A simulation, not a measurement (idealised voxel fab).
process module | voxel wiring stack
cross-section cut | 280 nm wide | cells 5 nm
A cross-section is a grid of square cells, given in bands from the top down. A band is one or more rows of cells.
Each band's line starts with the height of the band's top and of its bottom, in nm. Then come its materials from left to right, each with its width in nm. One material with "throughout" fills the band from edge to edge. "air" is empty space.
Height 0 is the level under which the wafer as received is all one material. The lowest band goes on downwards, as in "0 down".
A width such as "30 to 40" changes by the same amount from each row of cells to the next, from the band's top row to its bottom row.
"no change" after a step means that no cell of the cross-section changed.
closed voids: empty space of 8 cells or more with no open way to the top, each as width x height at its distance from the left edge, in nm
after a step's settings: what the simulator itself notes on the step
overlay nm, on a step with a mask: how far to the right of its planned place the mask lay; to the left if negative
plan
1 op RECEIVE | material Si
2 op CONFORMAL_DEP | material SiO2 | thk nm 10
3 op CONFORMAL_DEP | material SiN | thk nm 5
4 op DIRECTIONAL_DEP | material lowk | thk nm 15
5 op DIRECTIONAL_DEP | material aC | thk nm 10
6 op PATTERN | tone open | mask id METAL_1 | material resist | width nm 25 | pitch nm 40 | thk nm 30 | overlay nm 0
7 op DIRECTIONAL_ETCH | etch materials aC | depth nm 10
8 op STRIP | etch materials resist
9 op DIRECTIONAL_ETCH | etch materials lowk | depth nm 15
10 op DIRECTIONAL_ETCH | etch materials SiN | depth nm 5
11 op STRIP | etch materials aC
12 op CONFORMAL_DEP | material TiN | thk nm 5
13 op FILL_DEP | material Cu | thk nm 5
14 op CMP | height nm 30
15 op CONFORMAL_DEP | material SiCN | thk nm 5
16 op DIRECTIONAL_DEP | material lowk | thk nm 20
17 op DIRECTIONAL_DEP | material aC | thk nm 15
18 op PATTERN | tone open | mask id PLUG_1 | material resist | width nm 15 | pitch nm 40 | thk nm 35 | overlay nm 0
19 op DIRECTIONAL_ETCH | etch materials aC | depth nm 15
20 op STRIP | etch materials resist
21 op DIRECTIONAL_ETCH | etch materials lowk | depth nm 20
22 op DIRECTIONAL_ETCH | etch materials SiCN | depth nm 5
23 op STRIP | etch materials aC
24 op CONFORMAL_DEP | material TiN | thk nm 5
25 op FILL_DEP | material Ru | thk nm 5
26 op CMP | height nm 55
27 op CONFORMAL_DEP | material SiCN | thk nm 5
28 op DIRECTIONAL_DEP | material lowk | thk nm 25
29 op MASKED_ETCH | tone open | mask id METAL_2 | width nm 25 | pitch nm 40 | etch materials lowk | depth nm 25 | overlay nm 0
30 op MASKED_ETCH | tone open | mask id METAL_2 | width nm 25 | pitch nm 40 | etch materials SiCN | depth nm 5 | overlay nm 0
31 op CONFORMAL_DEP | material TiN | thk nm 5
32 op FILL_DEP | material Cu | thk nm 5
33 op CMP | height nm 85
34 op CONFORMAL_DEP | material SiN | thk nm 5
as received, after step 1
  0 down: Si throughout
  closed voids: none
first wafer at the end, as planned
  90 to 85: SiN throughout
  85 to 60: lowk 105 | TiN 5 | Cu 15 | TiN 5 | lowk 15 | TiN 5 | Cu 15 | TiN 5 | lowk 110
  60 to 55: SiCN 105 | TiN 25 | SiCN 15 | TiN 25 | SiCN 110
  55 to 35: lowk 105 | TiN 5 | Ru 5 | TiN 5 | lowk 25 | TiN 5 | Ru 5 | TiN 5 | lowk 120
  35 to 30: SiCN 105 | TiN 15 | SiCN 25 | TiN 15 | SiCN 120
  30 to 15: lowk 105 | TiN 5 | Cu 15 | TiN 5 | lowk 15 | TiN 5 | Cu 15 | TiN 5 | lowk 110
  15 to 10: SiN 105 | TiN 25 | SiN 15 | TiN 25 | SiN 110
  10 to 0: SiO2 throughout
  0 down: Si throughout
  closed voids: none
second wafer at the end: like start, like plan, one mistake
  90 to 85: SiN throughout
  85 to 60: lowk 105 | TiN 5 | Cu 15 | TiN 5 | lowk 15 | TiN 5 | Cu 15 | TiN 5 | lowk 110
  60 to 55: SiCN 105 | TiN 25 | SiCN 15 | TiN 25 | SiCN 110
  55 to 35: lowk 105 | TiN 5 | Ru 5 | TiN 5 | lowk 25 | TiN 5 | Ru 5 | TiN 5 | lowk 120
  35 to 30: SiCN 105 | TiN 15 | SiCN 25 | TiN 15 | SiCN 120
  30 to 15: lowk 110 | TiN 5 | Cu 5 | TiN 5 | lowk 25 | TiN 5 | Cu 5 | TiN 5 | lowk 115
  15 to 10: SiN 110 | TiN 15 | SiN 25 | TiN 15 | SiN 115
  10 to 0: SiO2 throughout
  0 down: Si throughout
  closed voids: none
what went wrong: step 6 ran as: op PATTERN | tone open | mask id METAL_1 | material resist | width nm 15 | pitch nm 40 | thk nm 30 | overlay nm 0
at the end the second wafer has, in cells: 12 fewer of Cu | 4 more of SiN | 4 fewer of TiN | 12 more of lowk
